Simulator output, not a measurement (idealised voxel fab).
Documented hereafter: the process module known as voxel self aligned vias.
Square cells of 5 nm make up the cross-section cut, whose width is 250 nm.
For the purposes of this document, a cross-section shall be understood as a grid of square cells, specified as bands listed in top-to-bottom order, each band consisting of one or more rows of cells.
Band entry format. Leading values: height of top, height of bottom, nm. Remainder: materials in left-to-right order, each with its width in nm. Special words: "throughout" on a single material, which then fills the band edge to edge; "blank", empty space.
Height datum 0, below which the as-received substrate wafer is one material. Lowest band open at the bottom, running downward: "0 nm and below".
When a width is written as two numbers, as in "30 to 40", the first number is the width in the top row of cells of the band and the second is the width in its bottom row, and the width changes by the same amount from each row to the next.
Any step labelled "nothing was modified" changed none of the cells in the cross-section.
"Sealed void listing": empty spaces of 8 cells or more with no open way to the top, each given as width x height at distance, distance from the left edge, all in nm.
Anything after a step's settings on that line? It's the simulator's own note about the step.
Each step line may optionally specify "overlay nm", which for a step with a mask gives the rightward distance between the mask's planned place and where it lay, a negative value indicating the leftward direction.

List of planned process steps
- 1: RECEIVE (material Si)
- 2: CONFORMAL_DEP (material SiO2; thk nm 10)
- 3: CONFORMAL_DEP (material SiCN; thk nm 5)
- 4: DIRECTIONAL_DEP (material lowk; thk nm 30)
- 5: DIRECTIONAL_DEP (material aC; thk nm 10)
- 6: PATTERN (tone open; mask id LINES; material resist; width nm 20; pitch nm 70; thk nm 25; overlay nm 0)
- 7: DIRECTIONAL_ETCH (etch materials aC; depth nm 10)
- 8: STRIP (etch materials resist)
- 9: DIRECTIONAL_ETCH (etch materials lowk; depth nm 30)
- 10: STRIP (etch materials aC)
- 11: CONFORMAL_DEP (material TiN; thk nm 5)
- 12: FILL_DEP (material Ru; thk nm 10)
- 13: CMP (height nm 45)
- 14: SELECTIVE_ETCH (etch materials W Ru TiN; depth nm 10)
- 15: FILL_DEP (material SiN; thk nm 10)
- 16: CMP (height nm 45)
- 17: DIRECTIONAL_DEP (material lowk; thk nm 15)
- 18: DIRECTIONAL_DEP (material aC; thk nm 10)
- 19: PATTERN (tone open; mask id VIAS; material resist; width nm 40; pitch nm 70; thk nm 25; overlay nm 0)
- 20: DIRECTIONAL_ETCH (etch materials aC; depth nm 10)
- 21: STRIP (etch materials resist)
- 22: DIRECTIONAL_ETCH (etch materials lowk; depth nm 15)
- 23: DIRECTIONAL_ETCH (etch materials SiN; depth nm 10)
- 24: STRIP (etch materials aC)
- 25: CONFORMAL_DEP (material TiN; thk nm 5)
- 26: FILL_DEP (material Ru; thk nm 5)
- 27: CMP (height nm 60)
- 28: CONFORMAL_DEP (material SiCN; thk nm 5)

Cross-section of the wafer upon arrival, representing the state reached after step 1
* 0 nm and below: Si throughout
* Sealed void listing: none

Post-module cross-section of the first of two wafers (run per plan)
* 65 nm to 60 nm: SiCN throughout
* 60 nm to 50 nm: lowk: 70; TiN: 5; Ru: 30; TiN: 5; lowk: 30; TiN: 5; Ru: 30; TiN: 5; lowk: 70
* 50 nm to 40 nm: lowk: 70 to 80; TiN: 15 to 5; Ru: 10; TiN: 15 to 5; lowk: 30 to 50; TiN: 15 to 5; Ru: 10; TiN: 15 to 5; lowk: 70 to 80
* 40 nm to 35 nm: lowk: 80; TiN: 20; lowk: 50; TiN: 20; lowk: 80
* 35 nm to 20 nm: lowk: 80; TiN: 5; Ru: 10; TiN: 5; lowk: 50; TiN: 5; Ru: 10; TiN: 5; lowk: 80
* 20 nm to 15 nm: lowk: 80; TiN: 20; lowk: 50; TiN: 20; lowk: 80
* 15 nm to 10 nm: SiCN throughout
* 10 nm to 0 nm: SiO2 throughout
* 0 nm and below: Si throughout
* Sealed void listing: none

Second wafer of the two, sectioned at the end of the module. It began like the first and followed the same plan, but one mistake was made while running it
* 65 nm to 60 nm: SiCN throughout
* 60 nm to 40 nm: lowk: 70; TiN: 5; Ru: 30; TiN: 5; lowk: 30; TiN: 5; Ru: 30; TiN: 5; lowk: 70
* 40 nm to 35 nm: lowk: 70; TiN: 40; lowk: 30; TiN: 40; lowk: 70
* 35 nm to 30 nm: lowk: 70; TiN: 15; Ru: 10; TiN: 15; lowk: 30; TiN: 15; Ru: 10; TiN: 15; lowk: 70
* 30 nm to 20 nm: lowk: 80; TiN: 5; Ru: 10; TiN: 5; lowk: 50; TiN: 5; Ru: 10; TiN: 5; lowk: 80
* 20 nm to 15 nm: lowk: 80; TiN: 20; lowk: 50; TiN: 20; lowk: 80
* 15 nm to 10 nm: SiCN throughout
* 10 nm to 0 nm: SiO2 throughout
* 0 nm and below: Si throughout
* Sealed void listing: none
Where did the run depart from the plan? twice, step 22 of the plan was run
In the final state, the cell counts of the second wafer exceed or fall short of those of the first for the following materials: +16 Ru | +8 TiN | -24 lowk
